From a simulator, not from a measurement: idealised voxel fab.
process module | voxel double patterning
cross-section cut | 215 nm wide | cells 5 nm
A cross-section is a grid of square cells, given in bands from the top down. A band is one or more rows of cells.
Each band's line starts with the height of the band's top and of its bottom, in nm. Then come its materials from left to right, each with its width in nm. One material with "throughout" fills the band from edge to edge. "air" is empty space.
Height 0 is the level under which the wafer as received is all one material. The lowest band goes on downwards, as in "0 down".
A width such as "30 to 40" changes by the same amount from each row of cells to the next, from the band's top row to its bottom row.
"no change" after a step means that no cell of the cross-section changed.
closed voids: empty space of 8 cells or more with no open way to the top, each as width x height at its distance from the left edge, in nm
after a step's settings: what the simulator itself notes on the step
overlay nm, on a step with a mask: how far to the right of its planned place the mask lay; to the left if negative
plan
1 op RECEIVE | material Si
2 op CONFORMAL_DEP | material SiO2 | thk nm 10
3 op DIRECTIONAL_DEP | material polySi | thk nm 10
4 op DIRECTIONAL_DEP | material SiCN | thk nm 5
5 op PATTERN | tone open | mask id FIRST | material resist | width nm 15 | pitch nm 50 | thk nm 15 | overlay nm 0
6 op DIRECTIONAL_ETCH | etch materials SiCN | depth nm 5
7 op STRIP | etch materials resist
8 op PATTERN | tone open | mask id SECOND | material resist | width nm 15 | thk nm 20 | overlay nm 0
9 op DIRECTIONAL_ETCH | etch materials SiCN | depth nm 5
10 op STRIP | etch materials resist
11 op DIRECTIONAL_ETCH | etch materials polySi | depth nm 5
12 op STRIP | etch materials SiCN
varied across the wafers: depth nm of step 11. The plan shows the first wafer's value. All wafers start alike
first wafer as received, after step 1
  0 down: Si throughout
  closed voids: none
first wafer at the end, after step 12
  20 to 15: polySi 75 | air 15 | polySi 10 | air 15 | polySi 10 | air 15 | polySi 75
  15 to 10: polySi throughout
  10 to 0: SiO2 throughout
  0 down: Si throughout
  closed voids: none
last wafer at the end
  20 to 10: polySi 75 | air 15 | polySi 10 | air 15 | polySi 10 | air 15 | polySi 75
  10 to 0: SiO2 throughout
  0 down: Si throughout
  closed voids: none
each wafer at the end: cells of each material gained (+) or lost (-) since it was received, then its closed voids
depth nm 5 | +86 SiO2 | +77 polySi | closed voids: none
depth nm 10 | +86 SiO2 | +68 polySi | closed voids: none
depth nm 15 | +86 SiO2 | +68 polySi | closed voids: none
depth nm 20 | +86 SiO2 | +68 polySi | closed voids: none
depth nm 25 | +86 SiO2 | +68 polySi | closed voids: none
